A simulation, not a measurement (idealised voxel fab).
The name of this process module is voxel ribs on slabs.
Cross-sectional view cut (width: 280 nm; square cell size: 5 nm).
This document writes a cross-section as a grid whose cells are square, and gives it as bands, listed from the top down; one or more rows of cells form a band.
Band: top and bottom heights (nm) first, top before bottom; then materials from left to right, widths in nm. "everywhere" marks a sole material filling the band edge to edge. "blank" denotes empty space.
The reference from which all heights are counted is 0, the level beneath which the as-received wafer is entirely one material; the lowest band, having no lower bound, proceeds downward and is written after the example "top 0, no bottom".
With a width like "30 to 40", each row of cells in the band differs from the next by the same amount, the top row carrying the first number and the bottom row the second.
The designation "nothing different", where it is given for a processing step, indicates that no cell of the cross-section was altered in the course of that step.
In "Entrapped void list" the enclosed voids are listed, meaning empty spaces of 8 cells or larger without any opening to the top. The form is width x height at distance, distance from the left edge, units nm.
Formally, on a step line, whatever follows the settings is a remark that the simulator itself makes on the step.
overlay nm: mask right of planned place by this much (step with mask). Neg. = left.

[Below is the list of planned process steps]
| 1 | RECEIVE, material Si |
| 2 | DIRECTIONAL_DEP, material SiO2, thk nm 25 |
| 3 | DIRECTIONAL_DEP, material SiN, thk nm 25 |
| 4 | MASKED_ETCH, tone cover, mask id RIB, width nm 15, etch materials SiN, depth nm 15, overlay nm 0 |
| 5 | PATTERN, tone cover, mask id SLAB, material resist, width nm 55, thk nm 20, overlay nm 0 |
| 6 | DIRECTIONAL_ETCH, etch materials SiN, depth nm 10 |
| 7 | STRIP, etch materials resist |
| 8 | FILL_DEP, material SiO2, thk nm 20 |
| 9 | CMP, height nm 65 |
| 10 | DIRECTIONAL_DEP, material TiN, thk nm 10 |
| 11 | DIRECTIONAL_DEP, material aC, thk nm 15 |
| 12 | PATTERN, tone cover, mask id HEATER, material resist, width nm 25, thk nm 35, overlay nm 0 |
| 13 | DIRECTIONAL_ETCH, etch materials aC, depth nm 15 |
| 14 | STRIP, etch materials resist |
| 15 | DIRECTIONAL_ETCH, etch materials TiN, depth nm 10 |
| 16 | STRIP, etch materials aC |
| 17 | CONFORMAL_DEP, material SiN, thk nm 10 |

[Here's what the wafer looked like in cross-section when it arrived - that's after step 1]
- top 0, no bottom  Si everywhere
- Entrapped void list: none

[Cross-section: first of two wafers, module finished, run according to plan]
- top 85, bottom 75  blank 115  SiN 45  blank 120
- top 75, bottom 65  SiN 125  TiN 25  SiN 130
- top 65, bottom 50  SiO2 everywhere
- top 50, bottom 35  SiO2 130  SiN 15  SiO2 135
- top 35, bottom 25  SiO2 110  SiN 55  SiO2 115
- top 25, bottom 0  SiO2 everywhere
- top 0, no bottom  Si everywhere
- Entrapped void list: none

[Wafer two (of two), end-of-module cross-section: start = wafer one, plan = wafer one, one run mistake]
- top 85, bottom 75  blank 115  SiN 45  blank 120
- top 75, bottom 65  SiN 125  TiN 25  SiN 130
- top 65, bottom 50  SiO2 everywhere
- top 50, bottom 45  SiO2 130  SiN 15  SiO2 135
- top 45, bottom 35  SiO2 110  SiN 55  SiO2 115
- top 35, bottom 25  SiN everywhere
- top 25, bottom 0  SiO2 everywhere
- top 0, no bottom  Si everywhere
- Entrapped void list: none
It is concluded that the wafer was processed incorrectly with respect to the plan, in that step 4 did not use the planned setting and instead ran as MASKED_ETCH, tone cover, mask id RIB, width nm 15, etch materials SiN, depth nm 5, overlay nm 0
The closing comparison, in cells, has the second wafer with more or fewer of some materials than the first: 106 more of SiN | 106 fewer of SiO2
